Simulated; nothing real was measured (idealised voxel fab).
The following is a process module called voxel capacitor over wiring.
Square cell edge 5 nm, section width 265 nm, ID cut.
How to read a cross-section here: the picture is a grid of square cells, written as bands going from the top down, and any band can span one or more rows of cells.
A band entry consists of two parts. The first gives the height of the band's top and the height of its bottom, in nm. The rest lists the band's materials from left to right, each with its width in nm. A single material labelled with the word "edge to edge" fills the band from edge to edge, and the word "blank" marks empty space.
Measure heights from 0. That's the level where, below it, the as-received wafer is all one material. The lowest band is bottomless and extends downward; write it as in "0 nm and below".
Width "30..40": first value at the band's top row of cells, second value at its bottom row, equal change from row to row.
The cross-section has no changed cell in any step marked "stayed the same".
Any empty space of 8 cells or more lacking an open way to the top shows up in "Enclosed void entries" as width x height at distance, distance from the left edge, in nm.
Anything after a step's settings on that line? It's the simulator's own note about the step.
"overlay nm", when on a step's line for a step with a mask, measures how far to the right of its planned place the mask lay; a negative measure means to the left.

Set out below are the planned steps of the process
1: RECEIVE: material Si
2: CONFORMAL_DEP: material SiO2, thk nm 10
3: DIRECTIONAL_DEP: material TiN, thk nm 5
4: DIRECTIONAL_DEP: material W, thk nm 25
5: DIRECTIONAL_DEP: material aC, thk nm 10
6: PATTERN: tone cover, mask id METAL_1, material resist, width nm 20, pitch nm 80, thk nm 25, overlay nm 0
7: DIRECTIONAL_ETCH: etch materials aC, depth nm 10
8: STRIP: etch materials resist
9: DIRECTIONAL_ETCH: etch materials W, depth nm 25
10: DIRECTIONAL_ETCH: etch materials TiN, depth nm 5
11: STRIP: etch materials aC
12: CONFORMAL_DEP: material SiCN, thk nm 5
13: FILL_DEP: material SiO2, thk nm 10
14: CMP: height nm 40
15: CONFORMAL_DEP: material SiCN, thk nm 5
16: DIRECTIONAL_DEP: material SiO2, thk nm 20
17: PATTERN: tone open, mask id PLUG_1, material resist, width nm 15, thk nm 20, overlay nm 0
18: DIRECTIONAL_ETCH: etch materials SiO2, depth nm 20
19: DIRECTIONAL_ETCH: etch materials SiCN, depth nm 5
20: STRIP: etch materials resist
21: EPI: material Ru, thk nm 10
22: EPI: material Ru, thk nm 10
23: EPI: material Ru, thk nm 5
24: DIRECTIONAL_DEP: material TiN, thk nm 10
25: DIRECTIONAL_DEP: material Al2O3, thk nm 5
26: DIRECTIONAL_DEP: material TiN, thk nm 10
27: MASKED_ETCH: tone cover, mask id UPPER_PLATE, width nm 65, etch materials TiN, depth nm 10, overlay nm 0
28: MASKED_ETCH: tone cover, mask id UPPER_PLATE, width nm 65, etch materials Al2O3, depth nm 5, overlay nm 0
29: PATTERN: tone cover, mask id LOWER_PLATE, material resist, width nm 75, thk nm 20, overlay nm 0
30: DIRECTIONAL_ETCH: etch materials TiN, depth nm 10
31: STRIP: etch materials resist
32: FILL_DEP: material SiO2, thk nm 20
33: CMP: height nm 105
34: MASKED_ETCH: tone open, mask id PLUG_2, width nm 15, etch materials SiO2, depth nm 15, overlay nm 0
35: CONFORMAL_DEP: material TiN, thk nm 5
36: FILL_DEP: material Ru, thk nm 10
37: CMP: height nm 105
38: CONFORMAL_DEP: material SiN, thk nm 5

First wafer, as planned

The cross-section here shows the wafer as received, i.e. in its state after step 1
> 0 nm and below: Si edge to edge
> Enclosed void entries: none

The wafer, seen in cross-section, after step 2
> 10 nm to 0 nm: SiO2 edge to edge
> below 0: unchanged

The wafer, seen in cross-section, after step 3
> 15 nm to 10 nm: TiN edge to edge
> below 10: unchanged

The wafer, seen in cross-section, after step 4
> 40 nm to 15 nm: W edge to edge
> below 15: unchanged

The wafer, seen in cross-section, after step 5
> 50 nm to 40 nm: aC edge to edge
> below 40: unchanged

The wafer, seen in cross-section, after step 6
> 75 nm to 50 nm: blank (80) / resist (20) / blank (60) / resist (20) / blank (85)
> below 50: unchanged

The wafer, seen in cross-section, after step 7
> 65 nm to 50 nm: blank (80) / resist (20) / blank (60) / resist (20) / blank (85)
> 50 nm to 40 nm: blank (80) / aC (20) / blank (60) / aC (20) / blank (85)
> below 40: unchanged

The wafer, seen in cross-section, after step 8
> 50 nm to 40 nm: blank (80) / aC (20) / blank (60) / aC (20) / blank (85)
> below 40: unchanged

The wafer, seen in cross-section, after step 9
> 50 nm to 40 nm: blank (80) / aC (20) / blank (60) / aC (20) / blank (85)
> 40 nm to 15 nm: blank (80) / W (20) / blank (60) / W (20) / blank (85)
> below 15: unchanged

The wafer, seen in cross-section, after step 10
> 50 nm to 40 nm: blank (80) / aC (20) / blank (60) / aC (20) / blank (85)
> 40 nm to 15 nm: blank (80) / W (20) / blank (60) / W (20) / blank (85)
> 15 nm to 10 nm: blank (80) / TiN (20) / blank (60) / TiN (20) / blank (85)
> below 10: unchanged

The wafer, seen in cross-section, after step 11
> 40 nm to 15 nm: blank (80) / W (20) / blank (60) / W (20) / blank (85)
> below 15: unchanged

The wafer, seen in cross-section, after step 12
> 45 nm to 40 nm: blank (75) / SiCN (30) / blank (50) / SiCN (30) / blank (80)
> 40 nm to 15 nm: blank (75) / SiCN (5) / W (20) / SiCN (5) / blank (50) / SiCN (5) / W (20) / SiCN (5) / blank (80)
> 15 nm to 10 nm: SiCN (80) / TiN (20) / SiCN (60) / TiN (20) / SiCN (85)
> below 10: unchanged

The wafer, seen in cross-section, after step 13
> 55 nm to 45 nm: SiO2 edge to edge
> 45 nm to 40 nm: SiO2 (75) / SiCN (30) / SiO2 (50) / SiCN (30) / SiO2 (80)
> 40 nm to 15 nm: SiO2 (75) / SiCN (5) / W (20) / SiCN (5) / SiO2 (50) / SiCN (5) / W (20) / SiCN (5) / SiO2 (80)
> below 15: unchanged

The wafer, seen in cross-section, after step 14
> 40 nm to 15 nm: SiO2 (75) / SiCN (5) / W (20) / SiCN (5) / SiO2 (50) / SiCN (5) / W (20) / SiCN (5) / SiO2 (80)
> below 15: unchanged

The wafer, seen in cross-section, after step 15
> 45 nm to 40 nm: SiCN edge to edge
> below 40: unchanged

The wafer, seen in cross-section, after step 16
> 65 nm to 45 nm: SiO2 edge to edge
> below 45: unchanged

The wafer, seen in cross-section, after step 17
> 85 nm to 65 nm: resist (85) / blank (15) / resist (165)
> below 65: unchanged

The wafer, seen in cross-section, after step 18
> 85 nm to 65 nm: resist (85) / blank (15) / resist (165)
> 65 nm to 45 nm: SiO2 (85) / blank (15) / SiO2 (165)
> below 45: unchanged

The wafer, seen in cross-section, after step 19
> 85 nm to 65 nm: resist (85) / blank (15) / resist (165)
> 65 nm to 45 nm: SiO2 (85) / blank (15) / SiO2 (165)
> 45 nm to 40 nm: SiCN (85) / blank (15) / SiCN (165)
> below 40: unchanged

The wafer, seen in cross-section, after step 20
> 65 nm to 45 nm: SiO2 (85) / blank (15) / SiO2 (165)
> below 45: unchanged

The wafer, seen in cross-section, after step 21
> 65 nm to 50 nm: SiO2 (85) / blank (15) / SiO2 (165)
> 50 nm to 45 nm: SiO2 (85) / Ru (15) / SiO2 (165)
> 45 nm to 40 nm: SiCN (85) / Ru (15) / SiCN (165)
> below 40: unchanged

The wafer, seen in cross-section, after step 22
> 65 nm to 60 nm: SiO2 (85) / blank (15) / SiO2 (165)
> 60 nm to 45 nm: SiO2 (85) / Ru (15) / SiO2 (165)
> below 45: unchanged

The wafer, seen in cross-section, after step 23
> 65 nm to 45 nm: SiO2 (85) / Ru (15) / SiO2 (165)
> below 45: unchanged

The wafer, seen in cross-section, after step 24
> 75 nm to 65 nm: TiN edge to edge
> below 65: unchanged

The wafer, seen in cross-section, after step 25
> 80 nm to 75 nm: Al2O3 edge to edge
> below 75: unchanged

The wafer, seen in cross-section, after step 26
> 90 nm to 80 nm: TiN edge to edge
> below 80: unchanged

The wafer, seen in cross-section, after step 27
> 90 nm to 80 nm: blank (85) / TiN (65) / blank (115)
> below 80: unchanged

The wafer, seen in cross-section, after step 28
> 90 nm to 80 nm: blank (85) / TiN (65) / blank (115)
> 80 nm to 75 nm: blank (85) / Al2O3 (65) / blank (115)
> below 75: unchanged

The wafer, seen in cross-section, after step 29
> 110 nm to 90 nm: blank (80) / resist (75) / blank (110)
> 90 nm to 80 nm: blank (80) / resist (5) / TiN (65) / resist (5) / blank (110)
> 80 nm to 75 nm: blank (80) / resist (5) / Al2O3 (65) / resist (5) / blank (110)
> below 75: unchanged

The wafer, seen in cross-section, after step 30
> 110 nm to 90 nm: blank (80) / resist (75) / blank (110)
> 90 nm to 80 nm: blank (80) / resist (5) / TiN (65) / resist (5) / blank (110)
> 80 nm to 75 nm: blank (80) / resist (5) / Al2O3 (65) / resist (5) / blank (110)
> 75 nm to 65 nm: blank (80) / TiN (75) / blank (110)
> below 65: unchanged

The wafer, seen in cross-section, after step 31
> 90 nm to 80 nm: blank (85) / TiN (65) / blank (115)
> 80 nm to 75 nm: blank (85) / Al2O3 (65) / blank (115)
> below 75: unchanged

The wafer, seen in cross-section, after step 32
> 110 nm to 90 nm: SiO2 edge to edge
> 90 nm to 80 nm: SiO2 (85) / TiN (65) / SiO2 (115)
> 80 nm to 75 nm: SiO2 (85) / Al2O3 (65) / SiO2 (115)
> 75 nm to 65 nm: SiO2 (80) / TiN (75) / SiO2 (110)
> below 65: unchanged

The wafer, seen in cross-section, after step 33
> 105 nm to 90 nm: SiO2 edge to edge
> below 90: unchanged

The wafer, seen in cross-section, after step 34
> 105 nm to 90 nm: SiO2 (95) / blank (15) / SiO2 (155)
> below 90: unchanged

The wafer, seen in cross-section, after step 35
> 110 nm to 105 nm: TiN (100) / blank (5) / TiN (160)
> 105 nm to 95 nm: SiO2 (95) / TiN (5) / blank (5) / TiN (5) / SiO2 (155)
> 95 nm to 90 nm: SiO2 (95) / TiN (15) / SiO2 (155)
> below 90: unchanged

The wafer, seen in cross-section, after step 36
> 120 nm to 110 nm: Ru edge to edge
> 110 nm to 105 nm: TiN (100) / Ru (5) / TiN (160)
> 105 nm to 95 nm: SiO2 (95) / TiN (5) / Ru (5) / TiN (5) / SiO2 (155)
> below 95: unchanged

The wafer, seen in cross-section, after step 37
> 105 nm to 95 nm: SiO2 (95) / TiN (5) / Ru (5) / TiN (5) / SiO2 (155)
> below 95: unchanged

The wafer, seen in cross-section, after step 38
> 110 nm to 105 nm: SiN edge to edge
> below 105: unchanged

Wafer two of the pair: same origin, same plan, one error during the run; identical to wafer one up to and including step 26

Second wafer, section view, time point: scheduled end of step 27
> 90 nm to 80 nm: blank (95) / TiN (65) / blank (105)
> below 80: unchanged

Second wafer, section view, time point: scheduled end of step 28
> 90 nm to 80 nm: blank (95) / TiN (65) / blank (105)
> 80 nm to 75 nm: blank (85) / Al2O3 (75) / blank (105)
> below 75: unchanged

Second wafer, section view, time point: scheduled end of step 29
> 110 nm to 90 nm: blank (80) / resist (75) / blank (110)
> 90 nm to 80 nm: blank (80) / resist (15) / TiN (65) / blank (105)
> 80 nm to 75 nm: blank (80) / resist (5) / Al2O3 (75) / blank (105)
> below 75: unchanged

Second wafer, section view, time point: scheduled end of step 30
> 110 nm to 90 nm: blank (80) / resist (75) / blank (110)
> 90 nm to 80 nm: blank (80) / resist (15) / TiN (60) / blank (110)
> 80 nm to 75 nm: blank (80) / resist (5) / Al2O3 (75) / blank (105)
> 75 nm to 65 nm: blank (80) / TiN (80) / blank (105)
> below 65: unchanged

Second wafer, section view, time point: scheduled end of step 31
> 90 nm to 80 nm: blank (95) / TiN (60) / blank (110)
> 80 nm to 75 nm: blank (85) / Al2O3 (75) / blank (105)
> below 75: unchanged

Second wafer, section view, time point: scheduled end of step 32
> 110 nm to 90 nm: SiO2 edge to edge
> 90 nm to 80 nm: SiO2 (95) / TiN (60) / SiO2 (110)
> 80 nm to 75 nm: SiO2 (85) / Al2O3 (75) / SiO2 (105)
> 75 nm to 65 nm: SiO2 (80) / TiN (80) / SiO2 (105)
> below 65: unchanged

Second wafer, section view, time point: scheduled end of step 33
> 105 nm to 90 nm: SiO2 edge to edge
> below 90: unchanged

Second wafer, section view, time point: scheduled end of step 34
> 105 nm to 90 nm: SiO2 (95) / blank (15) / SiO2 (155)
> below 90: unchanged

Second wafer, section view, time point: scheduled end of step 35
> 110 nm to 105 nm: TiN (100) / blank (5) / TiN (160)
> 105 nm to 95 nm: SiO2 (95) / TiN (5) / blank (5) / TiN (5) / SiO2 (155)
> 95 nm to 90 nm: SiO2 (95) / TiN (15) / SiO2 (155)
> below 90: unchanged

Second wafer, section view, time point: scheduled end of step 36
> 120 nm to 110 nm: Ru edge to edge
> 110 nm to 105 nm: TiN (100) / Ru (5) / TiN (160)
> 105 nm to 95 nm: SiO2 (95) / TiN (5) / Ru (5) / TiN (5) / SiO2 (155)
> below 95: unchanged

Second wafer, section view, time point: scheduled end of step 37
> 105 nm to 95 nm: SiO2 (95) / TiN (5) / Ru (5) / TiN (5) / SiO2 (155)
> below 95: unchanged

Second wafer, section view, time point: scheduled end of step 38
> 110 nm to 105 nm: SiN edge to edge
> below 105: unchanged
What went wrong in running the wafer? step 27 changed vs plan, executed as MASKED_ETCH: tone cover, mask id UPPER_PLATE, width nm 65, etch materials TiN, depth nm 10, overlay nm 10
End of process, cell counts, second wafer against first, materials with more or fewer: 2 more of Al2O3, 2 fewer of SiO2
